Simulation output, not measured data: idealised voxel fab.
This section sets out a process module, namely voxel released beams.
The figure presents cross-section cut, which has a width of 235 nm and is divided into square cells with an edge length of 5 nm.
Think of the cross-section as a grid of square cells. We describe it in bands, top to bottom, and each band covers one or more rows of those cells. What a band's entry tells you: where the top is and where the bottom is, as heights in nm, and after that what lies inside, material by material from left to right, each with its width in nm. Empty space is written as the word "air", and a single material marked with the word "everywhere" occupies the band from edge to edge. Heads up on the height convention: 0 is the point under which the incoming wafer is all one material, and the lowest band has no bottom, it just keeps going down, like "0 and below". Width spec "30 to 40" -> top row of cells at first value, bottom row at second value, equal per-row change in between. Given "no modification" for a step, no cell of the cross-section differs between before and after that step. Each empty space that has no open way to the top and spans at least 8 cells appears under "Trapped voids" as width x height at distance, the distance counted from the left edge, all in nm. Step line, after settings: the simulator's comment on this step. You can add "overlay nm" to a step's line. For a step with a mask, it describes how far the mask lay to the right of its planned position, and a negative number describes a lay to the left.

The following list gives the planned process steps
1,RECEIVE with material Si
2,CONFORMAL_DEP with material Al2O3, thk nm 5
3,DIRECTIONAL_DEP with material SiO2, thk nm 20
4,MASKED_ETCH with tone open, mask id ANCHOR, width nm 30, etch materials SiO2, depth nm 20, overlay nm 0
5,CONFORMAL_DEP with material W, thk nm 10
6,MASKED_ETCH with tone cover, mask id BEAM, width nm 100, etch materials W, depth nm 10, overlay nm 0
7,STRIP with etch materials SiO2

First of two wafers, processed according to plan

Shown in cross-section is the wafer as received, that is, as it stands after step 1
- 0 and below = Si everywhere
- Trapped voids: none

after step 2
- 5 down to 0 = Al2O3 everywhere
- Everything under 0 stays put, no change at all.

after step 3
- 25 down to 5 = SiO2 everywhere
- Everything under 5 stays put, no change at all.

after step 4
- 25 down to 5 = SiO2: 70 | air: 30 | SiO2: 135
- Everything under 5 stays put, no change at all.

after step 5
- 35 down to 25 = W: 80 | air: 10 | W: 145
- 25 down to 15 = SiO2: 70 | W: 10 | air: 10 | W: 10 | SiO2: 135
- 15 down to 5 = SiO2: 70 | W: 30 | SiO2: 135
- Everything under 5 stays put, no change at all.

after step 6
- 35 down to 25 = air: 65 | W: 15 | air: 10 | W: 75 | air: 70
- Everything under 25 stays put, no change at all.

after step 7
- 35 down to 25 = air: 65 | W: 15 | air: 10 | W: 75 | air: 70
- 25 down to 15 = air: 70 | W: 10 | air: 10 | W: 10 | air: 135
- 15 down to 5 = air: 70 | W: 30 | air: 135
- Everything under 5 stays put, no change at all.

Wafer two. Identical start, identical plan. One mistake in execution. Identical history through step 3

when step 4 should have ended
- 25 down to 5 = SiO2: 70 | air: 30 | SiO2: 135
- Everything under 5 stays put, no change at all.

when step 5 should have ended
- 35 down to 25 = W: 80 | air: 10 | W: 145
- 25 down to 15 = SiO2: 70 | W: 10 | air: 10 | W: 10 | SiO2: 135
- 15 down to 5 = SiO2: 70 | W: 30 | SiO2: 135
- Everything under 5 stays put, no change at all.

when step 6 should have ended
- 35 down to 25 = air: 65 | W: 15 | air: 10 | W: 75 | air: 70
- Everything under 25 stays put, no change at all.

when step 7 should have ended
- 35 down to 25 = air: 65 | W: 15 | air: 10 | W: 75 | air: 70
- 25 down to 15 = air: 70 | W: 10 | air: 10 | W: 10 | air: 135
- 15 down to 5 = air: 70 | W: 30 | air: 135
- Everything under 5 stays put, no change at all.
What was done differently from what was planned? step 4 of the plan was performed twice
It should be noted that the final cross-sections of the two wafers coincide, and the mistake therefore has no effect on the output of this model.
